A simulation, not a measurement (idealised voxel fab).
Process module, titled voxel quadruple lines
Cross-sectional view cut (width: 255 nm; square cell size: 5 nm).
For the purposes of this document, a cross-section shall be understood as a grid of square cells, specified as bands listed in top-to-bottom order, each band consisting of one or more rows of cells. Top height, bottom height, nm. Materials left to right, width each, nm. Single material + "edge to edge" = fills band edge to edge. "air" = empty. Height reference: 0 = level under which incoming wafer is all one material. Lowest band: no bottom, runs on downward, e.g. "0 nm and below". Quick explanation for "30 to 40": the width changes in equal steps down the rows of cells, from the first number in the band's top row to the second number in its bottom row. When a step is marked "nothing got changed", none of the cells in the cross-section changed during that step. Entry "Completely sealed voids" = empty spaces >= 8 cells with no open way to the top; each as width x height at distance, distance from left edge, all nm. Post-settings text on a step line: simulator's own remark regarding the step. The "overlay nm" setting may appear on a step's line; for a step that uses a mask, it gives how far to the right of its planned position the mask lay, and a negative value indicates the left.

These are the steps we planned for the process
1,RECEIVE (material Si)
2,CONFORMAL_DEP (material Al2O3; thk nm 5)
3,DIRECTIONAL_DEP (material W; thk nm 15)
4,DIRECTIONAL_DEP (material polySi; thk nm 20)
5,DIRECTIONAL_DEP (material aC; thk nm 20)
6,PATTERN (tone cover; mask id MANDREL; material resist; width nm 20; pitch nm 60; thk nm 25; overlay nm 0)
7,DIRECTIONAL_ETCH (etch materials aC; depth nm 20)
8,STRIP (etch materials resist)
9,CONFORMAL_DEP (material SiO2; thk nm 10)
10,DIRECTIONAL_ETCH (etch materials SiO2; depth nm 10)
11,STRIP (etch materials aC)
12,DIRECTIONAL_ETCH (etch materials polySi; depth nm 20)
13,STRIP (etch materials SiO2)
14,CONFORMAL_DEP (material SiN; thk nm 5)
15,DIRECTIONAL_ETCH (etch materials SiN; depth nm 5)
16,STRIP (etch materials polySi)
17,DIRECTIONAL_ETCH (etch materials W; depth nm 15)
18,STRIP (etch materials SiN)
19,FILL_DEP (material lowk; thk nm 5)
20,CMP (height nm 20)

Wafer cross-section on receipt, i.e. after step 1
  0 nm and below: Si edge to edge
  Completely sealed voids: none

Post-module cross-section of the first of two wafers (run per plan)
  20 nm to 5 nm: lowk 70 nm; W 5 nm; lowk 10 nm; W 5 nm; lowk 10 nm; W 5 nm; lowk 10 nm; W 5 nm; lowk 10 nm; W 5 nm; lowk 10 nm; W 5 nm; lowk 10 nm; W 5 nm; lowk 10 nm; W 5 nm; lowk 75 nm
  5 nm to 0 nm: Al2O3 edge to edge
  0 nm and below: Si edge to edge
  Completely sealed voids: none

End-of-module cross-section of the second wafer: identical starting point and process plan to the first, with one processing mistake
  20 nm to 15 nm: lowk edge to edge
  15 nm to 0 nm: lowk 70 nm; W 5 nm; lowk 10 nm; W 5 nm; lowk 10 nm; W 5 nm; lowk 10 nm; W 5 nm; lowk 10 nm; W 5 nm; lowk 10 nm; W 5 nm; lowk 10 nm; W 5 nm; lowk 10 nm; W 5 nm; lowk 75 nm
  0 nm and below: Si edge to edge
  Completely sealed voids: none
So what did we get wrong on this run? step 2 of the plan: omitted, not performed
It is noted that, at the conclusion of processing, the second wafer exhibits a higher or lower cell count for certain materials relative to the first: Al2O3: 51 fewer | lowk: 51 more
